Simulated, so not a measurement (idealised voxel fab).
The process module presented herein is designated voxel transistor to metal.
The figure presents cross-section cut, which has a width of 280 nm and is divided into square cells with an edge length of 5 nm.
Reading order for cross-sections: top band down to bottom band. Underlying form: a grid of square cells. Band size: one or more rows of cells. Heights first: top, then bottom, in nm. Then materials, left to right, each with a width in nm. "all across" on a single material: fills the band edge to edge. "blank": empty space. Where do heights start? At 0: under that level the wafer as delivered is made of one material only. And the lowest band has no floor; it just carries on downward, as in "z 0 and below". It should be noted that a width expressed as "30->40" varies in equal increments from row to row of cells within the band, taking the value of the first number at the top row and that of the second number at the bottom row. A step reported as "changes: none" is a step in which no cell of the cross-section changed. "Closed void entries" lists enclosed empty spaces (at least 8 cells, no open path upward to the top), each as width x height at distance from the left edge, in nm. Read whatever lies past the settings on a step's line as the simulator's own remark about the step. The optional step-line setting "overlay nm" applies to steps with a mask and quantifies how far to the right of its planned location the mask lay, a negative value indicating leftward placement.

## The planned process steps are enumerated hereunder
1. RECEIVE, material Si
2. OXIDIZE, depth nm 5
3. CONFORMAL_DEP, material SiN, thk nm 10
4. PATTERN, tone cover, mask id ACTIVE, material resist, width nm 105, pitch nm 125, thk nm 15, overlay nm 0
5. DIRECTIONAL_ETCH, etch materials SiN, depth nm 10
6. DIRECTIONAL_ETCH, etch materials SiO2, depth nm 5
7. DIRECTIONAL_ETCH, etch materials Si, depth nm 30
8. STRIP, etch materials resist
9. OXIDIZE, depth nm 5
10. FILL_DEP, material SiO2, thk nm 15
11. CMP, height nm 10
12. SELECTIVE_ETCH, etch materials SiO2, depth nm 5
13. STRIP, etch materials SiN
14. SELECTIVE_ETCH, etch materials SiO2, depth nm 5
15. OXIDIZE, depth nm 5
16. DIRECTIONAL_DEP, material polySi, thk nm 20
17. DIRECTIONAL_DEP, material SiCN, thk nm 15
18. DIRECTIONAL_DEP, material aC, thk nm 15
19. PATTERN, tone cover, mask id GATE, material resist, width nm 15, pitch nm 125, thk nm 30, overlay nm 0
20. DIRECTIONAL_ETCH, etch materials aC, depth nm 15
21. STRIP, etch materials resist
22. DIRECTIONAL_ETCH, etch materials SiCN, depth nm 25
23. DIRECTIONAL_ETCH, etch materials polySi, depth nm 30
24. STRIP, etch materials aC
25. CONFORMAL_DEP, material SiO2, thk nm 5
26. DIRECTIONAL_ETCH, etch materials SiO2, depth nm 5
27. CONFORMAL_DEP, material SiN, thk nm 5
28. DIRECTIONAL_ETCH, etch materials SiN, depth nm 5
29. DIRECTIONAL_ETCH, etch materials SiO2, depth nm 5
30. DIRECTIONAL_ETCH, etch materials Si, depth nm 10
31. EPI, material pSi, thk nm 15
32. FILL_DEP, material SiO2, thk nm 5
33. CMP, height nm 30
34. DIRECTIONAL_DEP, material SiO2, thk nm 10
35. MASKED_ETCH, tone open, mask id CONTACT, width nm 35, etch materials SiO2, depth nm 45, overlay nm 0
36. CONFORMAL_DEP, material TiN, thk nm 5
37. FILL_DEP, material Ru, thk nm 10
38. CMP, height nm 40
39. DIRECTIONAL_DEP, material TiN, thk nm 5
40. DIRECTIONAL_DEP, material W, thk nm 20
41. MASKED_ETCH, tone cover, mask id METAL_1, width nm 20, etch materials W, depth nm 20, overlay nm 0
42. MASKED_ETCH, tone cover, mask id METAL_1, width nm 20, etch materials TiN, depth nm 5, overlay nm 0
43. FILL_DEP, material lowk, thk nm 5
44. CMP, height nm 65
45. CONFORMAL_DEP, material SiN, thk nm 5

## Step 1 complete: cross-section of the wafer as received
  z 0 and below = Si all across
  Closed void entries: none

## The plan above was carried out on the starting structure above with one mistake, and this cross-section shows the wafer at the end of the module
  z 70 to 65 = SiN all across
  z 65 to 45 = lowk: 30, then W: 20, then lowk: 55, then W: 20, then lowk: 30, then W: 20, then lowk: 55, then W: 20, then lowk: 30
  z 45 to 40 = lowk: 30, then TiN: 20, then lowk: 55, then TiN: 20, then lowk: 30, then TiN: 20, then lowk: 55, then TiN: 20, then lowk: 30
  z 40 to 30 = SiO2: 30, then TiN: 5, then Ru: 25->20, then TiN: 5->10, then SiO2: 25, then TiN: 5->10, then Ru: 25->20, then TiN: 5, then SiO2: 30, then TiN: 5, then Ru: 25->20, then TiN: 5->10, then SiO2: 25, then TiN: 5->10, then Ru: 25->20, then TiN: 5, then SiO2: 30
  z 30 to 15 = SiO2: 30, then TiN: 5, then Ru: 20, then TiN: 5, then SiN: 5, then SiO2: 5, then SiCN: 15, then SiO2: 5, then SiN: 5, then TiN: 5, then Ru: 20, then TiN: 5, then SiO2: 30, then TiN: 5, then Ru: 20, then TiN: 5, then SiN: 5, then SiO2: 5, then SiCN: 15, then SiO2: 5, then SiN: 5, then TiN: 5, then Ru: 20, then TiN: 5, then SiO2: 30
  z 15 to 0 = SiO2: 30, then TiN: 5, then Ru: 20, then TiN: 5, then SiN: 5, then SiO2: 5, then polySi: 15, then SiO2: 5, then SiN: 5, then TiN: 5, then Ru: 20, then TiN: 5, then SiO2: 30, then TiN: 5, then Ru: 20, then TiN: 5, then SiN: 5, then SiO2: 5, then polySi: 15, then SiO2: 5, then SiN: 5, then TiN: 5, then Ru: 20, then TiN: 5, then SiO2: 30
  z 0 to -5 = SiO2: 25, then SiN: 5, then TiN: 30, then SiN: 5, then SiO2: 5, then polySi: 15, then SiO2: 5, then SiN: 5, then TiN: 30, then SiN: 5, then SiO2: 20, then SiN: 5, then TiN: 30, then SiN: 5, then SiO2: 5, then polySi: 15, then SiO2: 5, then SiN: 5, then TiN: 30, then SiN: 5, then SiO2: 25
  z -5 to -10 = SiO2: 30, then pSi: 30, then SiO2: 35, then pSi: 30, then SiO2: 30, then pSi: 30, then SiO2: 35, then pSi: 30, then SiO2: 30
  z -10 to -40 = SiO2: 30, then Si: 95, then SiO2: 30, then Si: 95, then SiO2: 30
  z -40 and below = Si all across
  Closed void entries: none
Run error: steps 30 and 31 run out of order (swapped)
